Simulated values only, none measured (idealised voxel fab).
The process module presented herein is designated voxel self aligned contacts.
For reference, the cross-section in this document is cut, with width 215 nm and square cells of 5 nm.
Throughout this document, each cross-section is represented as a grid of square cells and is presented as a sequence of bands enumerated from the top downward, where a band comprises one or more rows of cells. The entry gives the band's vertical extent as a top height and a bottom height in nm, then its horizontal make-up as materials from left to right, each with a width in nm. "empty" stands for empty space; a single material marked "throughout" fills the band edge to edge. For the purposes of this specification, 0 denotes the height below which the wafer in its as-received condition is composed wholly of one material, and the lowermost band, lacking a lower limit, extends downward without end, as expressed in "0 nm and below". With a width like "30 to 40", each row of cells in the band differs from the next by the same amount, the top row carrying the first number and the bottom row the second. Key: "remained the same" - step with no changed cell in the cross-section. Listed in "Voids, fully enclosed": every empty space of 8 or more cells without an open way to the top. Form: width x height at distance, the distance being from the left edge, all in nm. Where a step's line continues beyond its settings, the continuation is a remark by the simulator itself on that step. When a step includes a mask, the "overlay nm" setting on its line states how far to the right of its planned place that mask lay, and negative values state how far to the left.
Below is the list of planned process steps:
1. RECEIVE (material Si)
2. CONFORMAL_DEP (material SiO2; thk nm 5)
3. DIRECTIONAL_DEP (material polySi; thk nm 20)
4. DIRECTIONAL_DEP (material SiN; thk nm 25)
5. MASKED_ETCH (tone cover; mask id GATE; width nm 25; pitch nm 60; etch materials SiN; depth nm 25; overlay nm 0)
6. MASKED_ETCH (tone cover; mask id GATE; width nm 25; pitch nm 60; etch materials polySi; depth nm 20; overlay nm 0)
7. CONFORMAL_DEP (material SiN; thk nm 10)
8. DIRECTIONAL_ETCH (etch materials SiN; depth nm 10)
9. FILL_DEP (material SiO2; thk nm 10)
10. CMP (height nm 55)
11. DIRECTIONAL_DEP (material aC; thk nm 10)
12. PATTERN (tone open; mask id CONTACT; material resist; width nm 45; thk nm 30; overlay nm 0)
13. DIRECTIONAL_ETCH (etch materials aC; depth nm 10)
14. STRIP (etch materials resist)
15. DIRECTIONAL_ETCH (etch materials SiO2; depth nm 55)
16. STRIP (etch materials aC)
17. CONFORMAL_DEP (material TiN; thk nm 5)
18. FILL_DEP (material Ru; thk nm 5)
19. CMP (height nm 55)
20. CONFORMAL_DEP (material SiCN; thk nm 5)
Cross-section: wafer on arrival = after step 1:
0 nm and below: Si throughout
Voids, fully enclosed: none
Cross-section taken at module completion on the first of two wafers; processed per the plan:
60 nm to 55 nm: SiCN throughout
55 nm to 50 nm: 85 nm SiO2 / 20 nm TiN / 5 nm Ru / 20 nm TiN / 85 nm SiO2
50 nm to 25 nm: 55 nm SiO2 / 45 nm SiN / 5 nm TiN / 5 nm Ru / 5 nm TiN / 45 nm SiN / 55 nm SiO2
25 nm to 5 nm: 55 nm SiO2 / 10 nm SiN / 25 nm polySi / 10 nm SiN / 5 nm TiN / 5 nm Ru / 5 nm TiN / 10 nm SiN / 25 nm polySi / 10 nm SiN / 55 nm SiO2
5 nm to 0 nm: 100 nm SiO2 / 15 nm TiN / 100 nm SiO2
0 nm and below: Si throughout
Voids, fully enclosed: none
Second of two wafers, module complete, sectioned: it shares the first wafer's start and plan but was run with one mistake:
60 nm to 55 nm: SiCN throughout
55 nm to 25 nm: SiN throughout
25 nm to 5 nm: 65 nm SiN / 25 nm polySi / 35 nm SiN / 25 nm polySi / 65 nm SiN
5 nm to 0 nm: SiO2 throughout
0 nm and below: Si throughout
Voids, fully enclosed: none
The plan and the run diverged here: contrary to plan, step 9 was performed as FILL_DEP (material SiN; thk nm 10)
The closing comparison, in cells, has the second wafer with more or fewer of some materials than the first: 10 fewer of Ru; 268 more of SiN; 229 fewer of SiO2; 29 fewer of TiN
